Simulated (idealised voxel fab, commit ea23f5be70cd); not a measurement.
This is a process module. Its name is voxel transistor to metal.
Displayed cross-section: cut, width of 270 nm, square cells sized 5 nm.
Reading order for cross-sections: top band down to bottom band. Underlying form: a grid of square cells. Band size: one or more rows of cells. First you get the band's top height and its bottom height, in nm, and then the materials it's made of, left to right, with each width in nm. If you see a single material with "full width", that one covers the band edge to edge. "blank" is empty space. All heights in this document are referenced to 0, defined as the level beneath which the wafer, as received, consists entirely of one material. The lowest band is not bounded below; it extends indefinitely downward and is written in the form "0 -> down". The notation "30..40" denotes a width that varies across the rows of cells in the band, beginning at the first number in the top row, finishing at the second number in the bottom row, and changing by an identical amount from each row to the next. A step reported as "changes: none" is a step in which no cell of the cross-section changed. The entry "Completely sealed voids" lists the empty spaces that cover at least 8 cells and have no open path to the top. Each is written as width x height at distance, where the distance is measured from the left edge and all three values are in nm. Where a step's line continues beyond its settings, the continuation is a remark by the simulator itself on that step. A step line may carry the setting "overlay nm", which, for steps involving a mask, states the distance by which the mask lay to the right of its intended position; negative values denote displacement to the left. If you're wondering how to read the rest of this, here's the deal. It's pairs of cross-sections: one from before a process step, one from after it. The after one is only drawn as far down as the lowest band that changed. Right under each pair you'll see which step sits between them and what its settings were. Don't read the pairs as one continuous story, though. They can come from different runs of this module on the same starting wafer, and a pair only carries on from the one above it where its entry headed "Prior to step" says so.
-- Prior to step
55 -> 50  TiN 30 nm  blank 20 nm  TiN 35 nm  blank 20 nm  TiN 60 nm  blank 20 nm  TiN 35 nm  blank 20 nm  TiN 30 nm
50 -> 40  SiO2 25 nm  TiN 5 nm  blank 20..15 nm  TiN 5..10 nm  SiO2 25 nm  TiN 5..10 nm  blank 20..15 nm  TiN 5 nm  SiO2 50 nm  TiN 5 nm  blank 20..15 nm  TiN 5..10 nm  SiO2 25 nm  TiN 5..10 nm  blank 20..15 nm  TiN 5 nm  SiO2 25 nm
40 -> 30  SiO2 25 nm  TiN 5 nm  blank 15 nm  TiN 5 nm  SiN 10 nm  SiCN 15 nm  SiN 10 nm  TiN 5 nm  blank 15 nm  TiN 5 nm  SiO2 50 nm  TiN 5 nm  blank 15 nm  TiN 5 nm  SiN 10 nm  SiCN 15 nm  SiN 10 nm  TiN 5 nm  blank 15 nm  TiN 5 nm  SiO2 25 nm
30 -> 10  SiO2 25 nm  TiN 5 nm  blank 15 nm  TiN 5 nm  SiN 10 nm  polySi 15 nm  SiN 10 nm  TiN 5 nm  blank 15 nm  TiN 5 nm  SiO2 50 nm  TiN 5 nm  blank 15 nm  TiN 5 nm  SiN 10 nm  polySi 15 nm  SiN 10 nm  TiN 5 nm  blank 15 nm  TiN 5 nm  SiO2 25 nm
10 -> 5  SiO2 25 nm  TiN 25 nm  SiN 10 nm  polySi 15 nm  SiN 10 nm  TiN 25 nm  SiO2 50 nm  TiN 25 nm  SiN 10 nm  polySi 15 nm  SiN 10 nm  TiN 25 nm  SiO2 25 nm
5 -> 0  SiO2 15 nm  SiN 10 nm  nSi 10 nm  TiN 5 nm  nSi 10 nm  SiN 10 nm  polySi 15 nm  SiN 10 nm  nSi 10 nm  TiN 5 nm  nSi 10 nm  SiN 10 nm  SiO2 30 nm  SiN 10 nm  nSi 10 nm  TiN 5 nm  nSi 10 nm  SiN 10 nm  polySi 15 nm  SiN 10 nm  nSi 10 nm  TiN 5 nm  nSi 10 nm  SiN 10 nm  SiO2 15 nm
0 -> -5  SiO2 25 nm  nSi 10 nm  TiN 5 nm  nSi 10 nm  SiO2 35 nm  nSi 10 nm  TiN 5 nm  nSi 10 nm  SiO2 50 nm  nSi 10 nm  TiN 5 nm  nSi 10 nm  SiO2 35 nm  nSi 10 nm  TiN 5 nm  nSi 10 nm  SiO2 25 nm
-5 -> -15  SiO2 20 nm  Si 5 nm  nSi 25 nm  Si 35 nm  nSi 25 nm  Si 5 nm  SiO2 40 nm  Si 5 nm  nSi 25 nm  Si 35 nm  nSi 25 nm  Si 5 nm  SiO2 20 nm
-15 -> -20  SiO2 20 nm  Si 95 nm  SiO2 40 nm  Si 95 nm  SiO2 20 nm
-20 -> down  Si full width
Completely sealed voids: none
-- Post-Process Section
60 -> 55  W full width
55 -> 50  TiN 30 nm  W 20 nm  TiN 35 nm  W 20 nm  TiN 60 nm  W 20 nm  TiN 35 nm  W 20 nm  TiN 30 nm
50 -> 40  SiO2 25 nm  TiN 5 nm  W 20..15 nm  TiN 5..10 nm  SiO2 25 nm  TiN 5..10 nm  W 20..15 nm  TiN 5 nm  SiO2 50 nm  TiN 5 nm  W 20..15 nm  TiN 5..10 nm  SiO2 25 nm  TiN 5..10 nm  W 20..15 nm  TiN 5 nm  SiO2 25 nm
40 -> 30  SiO2 25 nm  TiN 5 nm  W 15 nm  TiN 5 nm  SiN 10 nm  SiCN 15 nm  SiN 10 nm  TiN 5 nm  W 15 nm  TiN 5 nm  SiO2 50 nm  TiN 5 nm  W 15 nm  TiN 5 nm  SiN 10 nm  SiCN 15 nm  SiN 10 nm  TiN 5 nm  W 15 nm  TiN 5 nm  SiO2 25 nm
30 -> 10  SiO2 25 nm  TiN 5 nm  W 15 nm  TiN 5 nm  SiN 10 nm  polySi 15 nm  SiN 10 nm  TiN 5 nm  W 15 nm  TiN 5 nm  SiO2 50 nm  TiN 5 nm  W 15 nm  TiN 5 nm  SiN 10 nm  polySi 15 nm  SiN 10 nm  TiN 5 nm  W 15 nm  TiN 5 nm  SiO2 25 nm
For the remainder of the cross-section, below 10, there is no change.
Completely sealed voids: none
What was done to get from the upper cross-section to the lower one? FILL_DEP: material W, thk nm 5
Prior to step: The initial state for this step is given by the after cross-section of the immediately preceding pair.
-- Post-Process Section
50 -> 40  SiO2 25 nm  TiN 5 nm  W 20..15 nm  TiN 5..10 nm  SiO2 25 nm  TiN 5..10 nm  W 20..15 nm  TiN 5 nm  SiO2 50 nm  TiN 5 nm  W 20..15 nm  TiN 5..10 nm  SiO2 25 nm  TiN 5..10 nm  W 20..15 nm  TiN 5 nm  SiO2 25 nm
For the remainder of the cross-section, below 40, there is no change.
Completely sealed voids: none
What was done to get from the upper cross-section to the lower one? CMP: height nm 50
Prior to step: The initial state for this step is given by the after cross-section of the immediately preceding pair.
-- Post-Process Section
55 -> 50  SiCN full width
For the remainder of the cross-section, below 50, there is no change.
Completely sealed voids: none
What was done to get from the upper cross-section to the lower one? CONFORMAL_DEP: material SiCN, thk nm 5
Prior to step: The initial state for this step is given by the after cross-section of the immediately preceding pair.
-- Post-Process Section
75 -> 55  lowk full width
For the remainder of the cross-section, below 55, there is no change.
Completely sealed voids: none
What was done to get from the upper cross-section to the lower one? DIRECTIONAL_DEP: material lowk, thk nm 20
Prior to step: The initial state for this step is given by the after cross-section of the immediately preceding pair.
-- Post-Process Section
95 -> 75  resist 25 nm  blank 15 nm  resist 55 nm  blank 15 nm  resist 50 nm  blank 15 nm  resist 55 nm  blank 15 nm  resist 25 nm
For the remainder of the cross-section, below 75, there is no change.
Completely sealed voids: none
What was done to get from the upper cross-section to the lower one? PATTERN: tone open, mask id METAL_1, material resist, width nm 15, thk nm 20, overlay nm 0
Prior to step: The initial state for this step is given by the after cross-section of the immediately preceding pair.
-- Post-Process Section
95 -> 75  resist 25 nm  blank 15 nm  resist 55 nm  blank 15 nm  resist 50 nm  blank 15 nm  resist 55 nm  blank 15 nm  resist 25 nm
75 -> 55  lowk 25 nm  blank 15 nm  lowk 55 nm  blank 15 nm  lowk 50 nm  blank 15 nm  lowk 55 nm  blank 15 nm  lowk 25 nm
For the remainder of the cross-section, below 55, there is no change.
Completely sealed voids: none
What was done to get from the upper cross-section to the lower one? DIRECTIONAL_ETCH: etch materials lowk, depth nm 20
Prior to step: The initial state for this step is given by the after cross-section of the immediately preceding pair.
-- Post-Process Section
95 -> 75  resist 25 nm  blank 15 nm  resist 55 nm  blank 15 nm  resist 50 nm  blank 15 nm  resist 55 nm  blank 15 nm  resist 25 nm
75 -> 55  lowk 25 nm  blank 15 nm  lowk 55 nm  blank 15 nm  lowk 50 nm  blank 15 nm  lowk 55 nm  blank 15 nm  lowk 25 nm
55 -> 50  SiCN 25 nm  blank 15 nm  SiCN 55 nm  blank 15 nm  SiCN 50 nm  blank 15 nm  SiCN 55 nm  blank 15 nm  SiCN 25 nm
For the remainder of the cross-section, below 50, there is no change.
Completely sealed voids: none
What was done to get from the upper cross-section to the lower one? DIRECTIONAL_ETCH: etch materials SiCN, depth nm 5
Prior to step: The initial state for this step is given by the after cross-section of the immediately preceding pair.
-- Post-Process Section
75 -> 55  lowk 25 nm  blank 15 nm  lowk 55 nm  blank 15 nm  lowk 50 nm  blank 15 nm  lowk 55 nm  blank 15 nm  lowk 25 nm
For the remainder of the cross-section, below 55, there is no change.
Completely sealed voids: none
What was done to get from the upper cross-section to the lower one? STRIP: etch materials resist
Prior to step: The initial state for this step is given by the after cross-section of the immediately preceding pair.
-- Post-Process Section
80 -> 75  TiN 30 nm  blank 5 nm  TiN 65 nm  blank 5 nm  TiN 60 nm  blank 5 nm  TiN 65 nm  blank 5 nm  TiN 30 nm
75 -> 55  lowk 25 nm  TiN 5 nm  blank 5 nm  TiN 5 nm  lowk 55 nm  TiN 5 nm  blank 5 nm  TiN 5 nm  lowk 50 nm  TiN 5 nm  blank 5 nm  TiN 5 nm  lowk 55 nm  TiN 5 nm  blank 5 nm  TiN 5 nm  lowk 25 nm
55 -> 50  SiCN 25 nm  TiN 15 nm  SiCN 55 nm  TiN 15 nm  SiCN 50 nm  TiN 15 nm  SiCN 55 nm  TiN 15 nm  SiCN 25 nm
For the remainder of the cross-section, below 50, there is no change.
Completely sealed voids: none
What was done to get from the upper cross-section to the lower one? CONFORMAL_DEP: material TiN, thk nm 5
Prior to step: The initial state for this step is given by the after cross-section of the immediately preceding pair.
-- Post-Process Section
85 -> 80  Cu full width
80 -> 75  TiN 30 nm  Cu 5 nm  TiN 65 nm  Cu 5 nm  TiN 60 nm  Cu 5 nm  TiN 65 nm  Cu 5 nm  TiN 30 nm
75 -> 55  lowk 25 nm  TiN 5 nm  Cu 5 nm  TiN 5 nm  lowk 55 nm  TiN 5 nm  Cu 5 nm  TiN 5 nm  lowk 50 nm  TiN 5 nm  Cu 5 nm  TiN 5 nm  lowk 55 nm  TiN 5 nm  Cu 5 nm  TiN 5 nm  lowk 25 nm
For the remainder of the cross-section, below 55, there is no change.
Completely sealed voids: none
What was done to get from the upper cross-section to the lower one? FILL_DEP: material Cu, thk nm 5
Prior to step: The initial state for this step is given by the after cross-section of the immediately preceding pair.
-- Post-Process Section
75 -> 55  lowk 25 nm  TiN 5 nm  Cu 5 nm  TiN 5 nm  lowk 55 nm  TiN 5 nm  Cu 5 nm  TiN 5 nm  lowk 50 nm  TiN 5 nm  Cu 5 nm  TiN 5 nm  lowk 55 nm  TiN 5 nm  Cu 5 nm  TiN 5 nm  lowk 25 nm
For the remainder of the cross-section, below 55, there is no change.
Completely sealed voids: none
What was done to get from the upper cross-section to the lower one? CMP: height nm 75
Prior to step: The initial state for this step is given by the after cross-section of the immediately preceding pair.
-- Post-Process Section
80 -> 75  blank 20 nm  Ru 25 nm  blank 45 nm  Ru 25 nm  blank 40 nm  Ru 25 nm  blank 45 nm  Ru 25 nm  blank 20 nm
For the remainder of the cross-section, below 75, there is no change.
Completely sealed voids: none
What was done to get from the upper cross-section to the lower one? EPI: material Ru, thk nm 5
Prior to step: The initial state for this step is given by the after cross-section of the immediately preceding pair.
-- Post-Process Section
85 -> 80  SiCN full width
80 -> 75  SiCN 20 nm  Ru 25 nm  SiCN 45 nm  Ru 25 nm  SiCN 40 nm  Ru 25 nm  SiCN 45 nm  Ru 25 nm  SiCN 20 nm
For the remainder of the cross-section, below 75, there is no change.
Completely sealed voids: none
What was done to get from the upper cross-section to the lower one? FILL_DEP: material SiCN, thk nm 5
-- Prior to step
40 -> 35  blank 60 nm  SiCN 15 nm  blank 120 nm  SiCN 15 nm  blank 60 nm
35 -> 30  polySi 10 nm  blank 50 nm  SiCN 15 nm  blank 50 nm  polySi 20 nm  blank 50 nm  SiCN 15 nm  blank 50 nm  polySi 10 nm
30 -> 5  polySi full width
5 -> 0  SiO2 10 nm  polySi 115 nm  SiO2 20 nm  polySi 115 nm  SiO2 10 nm
0 -> -5  SiO2 full width
-5 -> -20  SiO2 15 nm  Si 105 nm  SiO2 30 nm  Si 105 nm  SiO2 15 nm
-20 -> down  Si full width
Completely sealed voids: none
-- Post-Process Section
40 -> 30  blank 60 nm  SiCN 15 nm  blank 120 nm  SiCN 15 nm  blank 60 nm
30 -> 5  blank 50 nm  polySi 25 nm  blank 110 nm  polySi 25 nm  blank 60 nm
5 -> 0  SiO2 10 nm  blank 40 nm  polySi 25 nm  blank 50 nm  SiO2 20 nm  blank 40 nm  polySi 25 nm  blank 50 nm  SiO2 10 nm
For the remainder of the cross-section, below 0, there is no change.
Completely sealed voids: none
What was done to get from the upper cross-section to the lower one? MASKED_ETCH: tone cover, mask id GATE, width nm 15, pitch nm 135, etch materials polySi, depth nm 40, overlay nm -10
Prior to step: The initial state for this step is given by the after cross-section of the immediately preceding pair.
-- Post-Process Section
50 -> 40  blank 50 nm  SiN 35 nm  blank 100 nm  SiN 35 nm  blank 50 nm
40 -> 30  blank 40 nm  SiN 20 nm  SiCN 15 nm  SiN 10 nm  blank 90 nm  SiN 20 nm  SiCN 15 nm  SiN 10 nm  blank 50 nm
30 -> 15  blank 40 nm  SiN 10 nm  polySi 25 nm  SiN 10 nm  blank 90 nm  SiN 10 nm  polySi 25 nm  SiN 10 nm  blank 50 nm
15 -> 10  SiN 20 nm  blank 20 nm  SiN 10 nm  polySi 25 nm  SiN 10 nm  blank 30 nm  SiN 40 nm  blank 20 nm  SiN 10 nm  polySi 25 nm  SiN 10 nm  blank 30 nm  SiN 20 nm
10 -> 5  SiN 50 nm  polySi 25 nm  SiN 110 nm  polySi 25 nm  SiN 60 nm
5 -> 0  SiO2 10 nm  SiN 40 nm  polySi 25 nm  SiN 50 nm  SiO2 20 nm  SiN 40 nm  polySi 25 nm  SiN 50 nm  SiO2 10 nm
For the remainder of the cross-section, below 0, there is no change.
Completely sealed voids: none
What was done to get from the upper cross-section to the lower one? CONFORMAL_DEP: material SiN, thk nm 10
Prior to step: The initial state for this step is given by the after cross-section of the immediately preceding pair.
-- Post-Process Section
40 -> 30  blank 50 nm  SiN 10 nm  SiCN 15 nm  SiN 10 nm  blank 100 nm  SiN 10 nm  SiCN 15 nm  SiN 10 nm  blank 50 nm
30 -> 5  blank 40 nm  SiN 10 nm  polySi 25 nm  SiN 10 nm  blank 90 nm  SiN 10 nm  polySi 25 nm  SiN 10 nm  blank 50 nm
5 -> 0  SiO2 10 nm  SiN 10 nm  blank 20 nm  SiN 10 nm  polySi 25 nm  SiN 10 nm  blank 30 nm  SiN 10 nm  SiO2 20 nm  SiN 10 nm  blank 20 nm  SiN 10 nm  polySi 25 nm  SiN 10 nm  blank 30 nm  SiN 10 nm  SiO2 10 nm
For the remainder of the cross-section, below 0, there is no change.
Completely sealed voids: none
What was done to get from the upper cross-section to the lower one? DIRECTIONAL_ETCH: etch materials SiN, depth nm 10
Prior to step: The initial state for this step is given by the after cross-section of the immediately preceding pair.
-- Post-Process Section
40 -> 30  blank 50 nm  SiN 10 nm  SiCN 15 nm  SiN 10 nm  blank 100 nm  SiN 10 nm  SiCN 15 nm  SiN 10 nm  blank 50 nm
30 -> 5  blank 40 nm  SiN 10 nm  polySi 25 nm  SiN 10 nm  blank 90 nm  SiN 10 nm  polySi 25 nm  SiN 10 nm  blank 50 nm
5 -> 0  blank 10 nm  SiN 10 nm  blank 20 nm  SiN 10 nm  polySi 25 nm  SiN 10 nm  blank 30 nm  SiN 10 nm  blank 20 nm  SiN 10 nm  blank 20 nm  SiN 10 nm  polySi 25 nm  SiN 10 nm  blank 30 nm  SiN 10 nm  blank 10 nm
0 -> -5  SiO2 20 nm  blank 20 nm  SiO2 45 nm  blank 30 nm  SiO2 40 nm  blank 20 nm  SiO2 45 nm  blank 30 nm  SiO2 20 nm
For the remainder of the cross-section, below -5, there is no change.
Completely sealed voids: none
What was done to get from the upper cross-section to the lower one? DIRECTIONAL_ETCH: etch materials SiO2, depth nm 5
Prior to step: The initial state for this step is given by the after cross-section of the immediately preceding pair.
-- Post-Process Section
40 -> 30  blank 50 nm  SiN 10 nm  SiCN 15 nm  SiN 10 nm  blank 100 nm  SiN 10 nm  SiCN 15 nm  SiN 10 nm  blank 50 nm
30 -> 5  blank 40 nm  SiN 10 nm  polySi 25 nm  SiN 10 nm  blank 90 nm  SiN 10 nm  polySi 25 nm  SiN 10 nm  blank 50 nm
5 -> 0  blank 10 nm  SiN 10 nm  blank 20 nm  SiN 10 nm  polySi 25 nm  SiN 10 nm  blank 30 nm  SiN 10 nm  blank 20 nm  SiN 10 nm  blank 20 nm  SiN 10 nm  polySi 25 nm  SiN 10 nm  blank 30 nm  SiN 10 nm  blank 10 nm
0 -> -5  SiO2 20 nm  blank 20 nm  SiO2 45 nm  blank 30 nm  SiO2 40 nm  blank 20 nm  SiO2 45 nm  blank 30 nm  SiO2 20 nm
-5 -> -15  SiO2 15 nm  Si 5 nm  blank 20 nm  Si 45 nm  blank 30 nm  Si 5 nm  SiO2 30 nm  Si 5 nm  blank 20 nm  Si 45 nm  blank 30 nm  Si 5 nm  SiO2 15 nm
For the remainder of the cross-section, below -15, there is no change.
Completely sealed voids: none
What was done to get from the upper cross-section to the lower one? DIRECTIONAL_ETCH: etch materials Si, depth nm 10
Prior to step: The initial state for this step is given by the after cross-section of the immediately preceding pair.
-- Post-Process Section
40 -> 30  blank 50 nm  SiN 10 nm  SiCN 15 nm  SiN 10 nm  blank 100 nm  SiN 10 nm  SiCN 15 nm  SiN 10 nm  blank 50 nm
30 -> 5  blank 40 nm  SiN 10 nm  polySi 25 nm  SiN 10 nm  blank 90 nm  SiN 10 nm  polySi 25 nm  SiN 10 nm  blank 50 nm
5 -> 0  blank 10 nm  SiN 10 nm  nSi 20 nm  SiN 10 nm  polySi 25 nm  SiN 10 nm  nSi 10 nm  blank 10 nm  nSi 10 nm  SiN 10 nm  blank 20 nm  SiN 10 nm  nSi 20 nm  SiN 10 nm  polySi 25 nm  SiN 10 nm  nSi 10 nm  blank 10 nm  nSi 10 nm  SiN 10 nm  blank 10 nm
0 -> -5  SiO2 20 nm  nSi 20 nm  SiO2 45 nm  nSi 10 nm  blank 10 nm  nSi 10 nm  SiO2 40 nm  nSi 20 nm  SiO2 45 nm  nSi 10 nm  blank 10 nm  nSi 10 nm  SiO2 20 nm
-5 -> -15  SiO2 15 nm  Si 5 nm  nSi 20 nm  Si 45 nm  nSi 30 nm  Si 5 nm  SiO2 30 nm  Si 5 nm  nSi 20 nm  Si 45 nm  nSi 30 nm  Si 5 nm  SiO2 15 nm
For the remainder of the cross-section, below -15, there is no change.
Completely sealed voids: none
What was done to get from the upper cross-section to the lower one? EPI: material nSi, thk nm 10
Prior to step: The initial state for this step is given by the after cross-section of the immediately preceding pair.
-- Post-Process Section
50 -> 40  SiO2 full width
40 -> 30  SiO2 50 nm  SiN 10 nm  SiCN 15 nm  SiN 10 nm  SiO2 100 nm  SiN 10 nm  SiCN 15 nm  SiN 10 nm  SiO2 50 nm
30 -> 5  SiO2 40 nm  SiN 10 nm  polySi 25 nm  SiN 10 nm  SiO2 90 nm  SiN 10 nm  polySi 25 nm  SiN 10 nm  SiO2 50 nm
5 -> 0  SiO2 10 nm  SiN 10 nm  nSi 20 nm  SiN 10 nm  polySi 25 nm  SiN 10 nm  nSi 10 nm  SiO2 10 nm  nSi 10 nm  SiN 10 nm  SiO2 20 nm  SiN 10 nm  nSi 20 nm  SiN 10 nm  polySi 25 nm  SiN 10 nm  nSi 10 nm  SiO2 10 nm  nSi 10 nm  SiN 10 nm  SiO2 10 nm
0 -> -5  SiO2 20 nm  nSi 20 nm  SiO2 45 nm  nSi 10 nm  SiO2 10 nm  nSi 10 nm  SiO2 40 nm  nSi 20 nm  SiO2 45 nm  nSi 10 nm  SiO2 10 nm  nSi 10 nm  SiO2 20 nm
For the remainder of the cross-section, below -5, there is no change.
Completely sealed voids: none
What was done to get from the upper cross-section to the lower one? FILL_DEP: material SiO2, thk nm 10
Prior to step: The initial state for this step is given by the after cross-section of the immediately preceding pair.
-- Post-Process Section
40 -> 30  SiO2 50 nm  SiN 10 nm  SiCN 15 nm  SiN 10 nm  SiO2 100 nm  SiN 10 nm  SiCN 15 nm  SiN 10 nm  SiO2 50 nm
For the remainder of the cross-section, below 30, there is no change.
Completely sealed voids: none
What was done to get from the upper cross-section to the lower one? CMP: height nm 40
Prior to step: The initial state for this step is given by the after cross-section of the immediately preceding pair.
-- Post-Process Section
50 -> 40  SiO2 full width
For the remainder of the cross-section, below 40, there is no change.
Completely sealed voids: none
What was done to get from the upper cross-section to the lower one? DIRECTIONAL_DEP: material SiO2, thk nm 10
Prior to step: The initial state for this step is given by the after cross-section of the immediately preceding pair.
-- Post-Process Section
65 -> 50  resist 25 nm  blank 30 nm  resist 25 nm  blank 30 nm  resist 50 nm  blank 30 nm  resist 25 nm  blank 30 nm  resist 25 nm
For the remainder of the cross-section, below 50, there is no change.
Completely sealed voids: none
What was done to get from the upper cross-section to the lower one? PATTERN: tone open, mask id CONTACT, material resist, width nm 30, thk nm 15, overlay nm 0
Prior to step: The initial state for this step is given by the after cross-section of the immediately preceding pair.
-- Post-Process Section
65 -> 50  resist 25 nm  blank 30 nm  resist 25 nm  blank 30 nm  resist 50 nm  blank 30 nm  resist 25 nm  blank 30 nm  resist 25 nm
50 -> 40  SiO2 25 nm  blank 30 nm  SiO2 25 nm  blank 30 nm  SiO2 50 nm  blank 30 nm  SiO2 25 nm  blank 30 nm  SiO2 25 nm
40 -> 30  SiO2 25 nm  blank 25 nm  SiN 10 nm  SiCN 15 nm  SiN 10 nm  blank 25 nm  SiO2 50 nm  blank 25 nm  SiN 10 nm  SiCN 15 nm  SiN 10 nm  blank 25 nm  SiO2 25 nm
30 -> 5  SiO2 25 nm  blank 15 nm  SiN 10 nm  polySi 25 nm  SiN 10 nm  blank 25 nm  SiO2 50 nm  blank 15 nm  SiN 10 nm  polySi 25 nm  SiN 10 nm  blank 25 nm  SiO2 25 nm
5 -> 0  SiO2 10 nm  SiN 10 nm  nSi 20 nm  SiN 10 nm  polySi 25 nm  SiN 10 nm  nSi 10 nm  blank 10 nm  nSi 10 nm  SiN 10 nm  SiO2 20 nm  SiN 10 nm  nSi 20 nm  SiN 10 nm  polySi 25 nm  SiN 10 nm  nSi 10 nm  blank 10 nm  nSi 10 nm  SiN 10 nm  SiO2 10 nm
0 -> -5  SiO2 20 nm  nSi 20 nm  SiO2 45 nm  nSi 10 nm  blank 10 nm  nSi 10 nm  SiO2 40 nm  nSi 20 nm  SiO2 45 nm  nSi 10 nm  blank 10 nm  nSi 10 nm  SiO2 20 nm
For the remainder of the cross-section, below -5, there is no change.
Completely sealed voids: none
What was done to get from the upper cross-section to the lower one? DIRECTIONAL_ETCH: etch materials SiO2, depth nm 55
Prior to step: The initial state for this step is given by the after cross-section of the immediately preceding pair.
-- Post-Process Section
50 -> 40  SiO2 25 nm  blank 30 nm  SiO2 25 nm  blank 30 nm  SiO2 50 nm  blank 30 nm  SiO2 25 nm  blank 30 nm  SiO2 25 nm
For the remainder of the cross-section, below 40, there is no change.
Completely sealed voids: none
What was done to get from the upper cross-section to the lower one? STRIP: etch materials resist
Prior to step: The initial state for this step is given by the after cross-section of the immediately preceding pair.
-- Post-Process Section
55 -> 50  TiN 30 nm  blank 20 nm  TiN 35 nm  blank 20 nm  TiN 60 nm  blank 20 nm  TiN 35 nm  blank 20 nm  TiN 30 nm
50 -> 40  SiO2 25 nm  TiN 5 nm  blank 20..15 nm  TiN 5..10 nm  SiO2 25 nm  TiN 5..10 nm  blank 20..15 nm  TiN 5 nm  SiO2 50 nm  TiN 5 nm  blank 20..15 nm  TiN 5..10 nm  SiO2 25 nm  TiN 5..10 nm  blank 20..15 nm  TiN 5 nm  SiO2 25 nm
40 -> 30  SiO2 25 nm  TiN 5 nm  blank 15..5 nm  TiN 5..15 nm  SiN 10 nm  SiCN 15 nm  SiN 10 nm  TiN 5 nm  blank 15 nm  TiN 5 nm  SiO2 50 nm  TiN 5 nm  blank 15..5 nm  TiN 5..15 nm  SiN 10 nm  SiCN 15 nm  SiN 10 nm  TiN 5 nm  blank 15 nm  TiN 5 nm  SiO2 25 nm
30 -> 10  SiO2 25 nm  TiN 5 nm  blank 5 nm  TiN 5 nm  SiN 10 nm  polySi 25 nm  SiN 10 nm  TiN 5 nm  blank 15 nm  TiN 5 nm  SiO2 50 nm  TiN 5 nm  blank 5 nm  TiN 5 nm  SiN 10 nm  polySi 25 nm  SiN 10 nm  TiN 5 nm  blank 15 nm  TiN 5 nm  SiO2 25 nm
10 -> 5  SiO2 25 nm  TiN 15 nm  SiN 10 nm  polySi 25 nm  SiN 10 nm  TiN 25 nm  SiO2 50 nm  TiN 15 nm  SiN 10 nm  polySi 25 nm  SiN 10 nm  TiN 25 nm  SiO2 25 nm
5 -> 0  SiO2 10 nm  SiN 10 nm  nSi 20 nm  SiN 10 nm  polySi 25 nm  SiN 10 nm  nSi 10 nm  TiN 10 nm  nSi 10 nm  SiN 10 nm  SiO2 20 nm  SiN 10 nm  nSi 20 nm  SiN 10 nm  polySi 25 nm  SiN 10 nm  nSi 10 nm  TiN 10 nm  nSi 10 nm  SiN 10 nm  SiO2 10 nm
0 -> -5  SiO2 20 nm  nSi 20 nm  SiO2 45 nm  nSi 10 nm  TiN 10 nm  nSi 10 nm  SiO2 40 nm  nSi 20 nm  SiO2 45 nm  nSi 10 nm  TiN 10 nm  nSi 10 nm  SiO2 20 nm
For the remainder of the cross-section, below -5, there is no change.
Completely sealed voids: none
What was done to get from the upper cross-section to the lower one? CONFORMAL_DEP: material TiN, thk nm 5
Prior to step: The initial state for this step is given by the after cross-section of the immediately preceding pair.
-- Post-Process Section
60 -> 55  W full width
55 -> 50  TiN 30 nm  W 20 nm  TiN 35 nm  W 20 nm  TiN 60 nm  W 20 nm  TiN 35 nm  W 20 nm  TiN 30 nm
50 -> 40  SiO2 25 nm  TiN 5 nm  W 20..15 nm  TiN 5..10 nm  SiO2 25 nm  TiN 5..10 nm  W 20..15 nm  TiN 5 nm  SiO2 50 nm  TiN 5 nm  W 20..15 nm  TiN 5..10 nm  SiO2 25 nm  TiN 5..10 nm  W 20..15 nm  TiN 5 nm  SiO2 25 nm
40 -> 30  SiO2 25 nm  TiN 5 nm  W 15..5 nm  TiN 5..15 nm  SiN 10 nm  SiCN 15 nm  SiN 10 nm  TiN 5 nm  W 15 nm  TiN 5 nm  SiO2 50 nm  TiN 5 nm  W 15..5 nm  TiN 5..15 nm  SiN 10 nm  SiCN 15 nm  SiN 10 nm  TiN 5 nm  W 15 nm  TiN 5 nm  SiO2 25 nm
30 -> 10  SiO2 25 nm  TiN 5 nm  W 5 nm  TiN 5 nm  SiN 10 nm  polySi 25 nm  SiN 10 nm  TiN 5 nm  W 15 nm  TiN 5 nm  SiO2 50 nm  TiN 5 nm  W 5 nm  TiN 5 nm  SiN 10 nm  polySi 25 nm  SiN 10 nm  TiN 5 nm  W 15 nm  TiN 5 nm  SiO2 25 nm
For the remainder of the cross-section, below 10, there is no change.
Completely sealed voids: none
What was done to get from the upper cross-section to the lower one? FILL_DEP: material W, thk nm 5
Prior to step: The initial state for this step is given by the after cross-section of the immediately preceding pair.
-- Post-Process Section
50 -> 40  SiO2 25 nm  TiN 5 nm  W 20..15 nm  TiN 5..10 nm  SiO2 25 nm  TiN 5..10 nm  W 20..15 nm  TiN 5 nm  SiO2 50 nm  TiN 5 nm  W 20..15 nm  TiN 5..10 nm  SiO2 25 nm  TiN 5..10 nm  W 20..15 nm  TiN 5 nm  SiO2 25 nm
For the remainder of the cross-section, below 40, there is no change.
Completely sealed voids: none
What was done to get from the upper cross-section to the lower one? CMP: height nm 50
Prior to step: The initial state for this step is given by the after cross-section of the immediately preceding pair.
-- Post-Process Section
55 -> 50  SiCN full width
For the remainder of the cross-section, below 50, there is no change.
Completely sealed voids: none
What was done to get from the upper cross-section to the lower one? CONFORMAL_DEP: material SiCN, thk nm 5
Prior to step: The initial state for this step is given by the after cross-section of the immediately preceding pair.
-- Post-Process Section
75 -> 55  lowk full width
For the remainder of the cross-section, below 55, there is no change.
Completely sealed voids: none
What was done to get from the upper cross-section to the lower one? DIRECTIONAL_DEP: material lowk, thk nm 20
Prior to step: The initial state for this step is given by the after cross-section of the immediately preceding pair.
-- Post-Process Section
95 -> 75  resist 25 nm  blank 15 nm  resist 55 nm  blank 15 nm  resist 50 nm  blank 15 nm  resist 55 nm  blank 15 nm  resist 25 nm
For the remainder of the cross-section, below 75, there is no change.
Completely sealed voids: none
What was done to get from the upper cross-section to the lower one? PATTERN: tone open, mask id METAL_1, material resist, width nm 15, thk nm 20, overlay nm 0
Prior to step: The initial state for this step is given by the after cross-section of the immediately preceding pair.
-- Post-Process Section
95 -> 75  resist 25 nm  blank 15 nm  resist 55 nm  blank 15 nm  resist 50 nm  blank 15 nm  resist 55 nm  blank 15 nm  resist 25 nm
75 -> 55  lowk 25 nm  blank 15 nm  lowk 55 nm  blank 15 nm  lowk 50 nm  blank 15 nm  lowk 55 nm  blank 15 nm  lowk 25 nm
For the remainder of the cross-section, below 55, there is no change.
Completely sealed voids: none
What was done to get from the upper cross-section to the lower one? DIRECTIONAL_ETCH: etch materials lowk, depth nm 20
Prior to step: The initial state for this step is given by the after cross-section of the immediately preceding pair.
-- Post-Process Section
95 -> 75  resist 25 nm  blank 15 nm  resist 55 nm  blank 15 nm  resist 50 nm  blank 15 nm  resist 55 nm  blank 15 nm  resist 25 nm
75 -> 55  lowk 25 nm  blank 15 nm  lowk 55 nm  blank 15 nm  lowk 50 nm  blank 15 nm  lowk 55 nm  blank 15 nm  lowk 25 nm
55 -> 50  SiCN 25 nm  blank 15 nm  SiCN 55 nm  blank 15 nm  SiCN 50 nm  blank 15 nm  SiCN 55 nm  blank 15 nm  SiCN 25 nm
For the remainder of the cross-section, below 50, there is no change.
Completely sealed voids: none
What was done to get from the upper cross-section to the lower one? DIRECTIONAL_ETCH: etch materials SiCN, depth nm 5
